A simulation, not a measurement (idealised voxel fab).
This section sets out a process module, namely voxel transistor to metal.
Each square cell in cross-section cut measures 5 nm, and the section as a whole is 300 nm wide.
A cross-section is a grid of square cells, given in bands from the top down. A band is one or more rows of cells.
Band: top and bottom heights (nm) first, top before bottom; then materials from left to right, widths in nm. "full width" marks a sole material filling the band edge to edge. "empty" denotes empty space.
Height datum 0, below which the as-received substrate wafer is one material. Lowest band open at the bottom, running downward: "0..down".
With a width like "30..40", each row of cells in the band differs from the next by the same amount, the top row carrying the first number and the bottom row the second.
"nothing changed", as given for a step, is the statement that not any cell of the cross-section underwent a change during that step.
In "Enclosed void catalog" the enclosed voids are listed, meaning empty spaces of 8 cells or larger without any opening to the top. The form is width x height at distance, distance from the left edge, units nm.
Post-settings text on a step line: simulator's own remark regarding the step.
What "overlay nm" on a step's line means: if the step has a mask, that mask lay this far to the right of its planned place, or, when the value is negative, to the left.

[So here's the lineup of process steps we planned]
- 1: RECEIVE (material Si)
- 2: CONFORMAL_DEP (material SiO2; thk nm 5)
- 3: CONFORMAL_DEP (material SiN; thk nm 10)
- 4: PATTERN (tone cover; mask id ACTIVE; material resist; width nm 100; pitch nm 125; thk nm 20; overlay nm 0)
- 5: DIRECTIONAL_ETCH (etch materials SiN; depth nm 10)
- 6: DIRECTIONAL_ETCH (etch materials SiO2; depth nm 5)
- 7: DIRECTIONAL_ETCH (etch materials Si; depth nm 20)
- 8: STRIP (etch materials resist)
- 9: FILL_DEP (material SiO2; thk nm 5)
- 10: CMP (height nm 15)
- 11: SELECTIVE_ETCH (etch materials SiO2; depth nm 5)
- 12: STRIP (etch materials SiN)
- 13: SELECTIVE_ETCH (etch materials SiO2; depth nm 5)
- 14: OXIDIZE (depth nm 5)
- 15: DIRECTIONAL_DEP (material polySi; thk nm 25)
- 16: DIRECTIONAL_DEP (material SiCN; thk nm 10)
- 17: PATTERN (tone cover; mask id GATE; material resist; width nm 20; pitch nm 125; thk nm 20; overlay nm 0)
- 18: DIRECTIONAL_ETCH (etch materials SiCN; depth nm 20)
- 19: DIRECTIONAL_ETCH (etch materials polySi; depth nm 35)
- 20: STRIP (etch materials resist)
- 21: CONFORMAL_DEP (material SiN; thk nm 10)
- 22: DIRECTIONAL_ETCH (etch materials SiN; depth nm 10)
- 23: DIRECTIONAL_ETCH (etch materials SiO2; depth nm 5)
- 24: EPI (material nSi; thk nm 5)
- 25: FILL_DEP (material SiO2; thk nm 5)
- 26: CMP (height nm 35)
- 27: DIRECTIONAL_DEP (material SiO2; thk nm 10)
- 28: PATTERN (tone open; mask id CONTACT; material resist; width nm 25; thk nm 20; overlay nm 0)
- 29: DIRECTIONAL_ETCH (etch materials SiO2; depth nm 45)
- 30: STRIP (etch materials resist)
- 31: CONFORMAL_DEP (material TiN; thk nm 5)
- 32: FILL_DEP (material W; thk nm 5)
- 33: CMP (height nm 45)
- 34: DIRECTIONAL_DEP (material TiN; thk nm 5)
- 35: DIRECTIONAL_DEP (material Ru; thk nm 25)
- 36: MASKED_ETCH (tone cover; mask id METAL_1; width nm 15; etch materials Ru; depth nm 25; overlay nm 0)
- 37: MASKED_ETCH (tone cover; mask id METAL_1; width nm 15; etch materials TiN; depth nm 5; overlay nm 0)
- 38: FILL_DEP (material SiO2; thk nm 5)
- 39: CMP (height nm 75)
- 40: CONFORMAL_DEP (material SiN; thk nm 5)

[Delivered wafer in cross-section: state after step 1]
	0..down = Si full width
	Enclosed void catalog: none

[a wafer at the end: this start, this plan, one mistake]
	80..75 = SiN full width
	75..50 = Ru (45), SiO2 (15), Ru (50), SiO2 (15), Ru (45), SiO2 (15), Ru (50), SiO2 (15), Ru (50)
	50..45 = TiN full width
	45..35 = SiO2 (45), TiN (5), W (15..10), TiN (5..10), SiO2 (30), TiN (5..10), W (15..10), TiN (5), SiO2 (45), TiN (5), W (15..10), TiN (5..10), SiO2 (30), TiN (5..10), W (15..10), TiN (5), SiO2 (50)
	35..25 = SiO2 (45), TiN (5), W (10), TiN (5), SiN (10), SiCN (20), SiN (10), TiN (5), W (10), TiN (5), SiO2 (45), TiN (5), W (10), TiN (5), SiN (10), SiCN (20), SiN (10), TiN (5), W (10), TiN (5), SiO2 (50)
	25..5 = SiO2 (45), TiN (5), W (10), TiN (5), SiN (10), polySi (20), SiN (10), TiN (5), W (10), TiN (5), SiO2 (45), TiN (5), W (10), TiN (5), SiN (10), polySi (20), SiN (10), TiN (5), W (10), TiN (5), SiO2 (50)
	5..0 = SiO2 (30), SiN (10), SiO2 (5), TiN (20), SiN (10), polySi (20), SiN (10), TiN (20), SiO2 (5), SiN (10), SiO2 (15), SiN (10), SiO2 (5), TiN (20), SiN (10), polySi (20), SiN (10), TiN (20), SiO2 (5), SiN (10), SiO2 (35)
	0..-5 = SiO2 (40), nSi (25), SiO2 (40), nSi (25), SiO2 (35), nSi (25), SiO2 (40), nSi (25), SiO2 (45)
	-5..-20 = SiO2 (35), Si (100), SiO2 (25), Si (100), SiO2 (40)
	-20..down = Si full width
	Enclosed void catalog: none
Heads up, the wafer didn't run the way we planned it: step 36: run off-plan, actual operation and settings MASKED_ETCH (tone open; mask id METAL_1; width nm 15; etch materials Ru; depth nm 25; overlay nm 0)
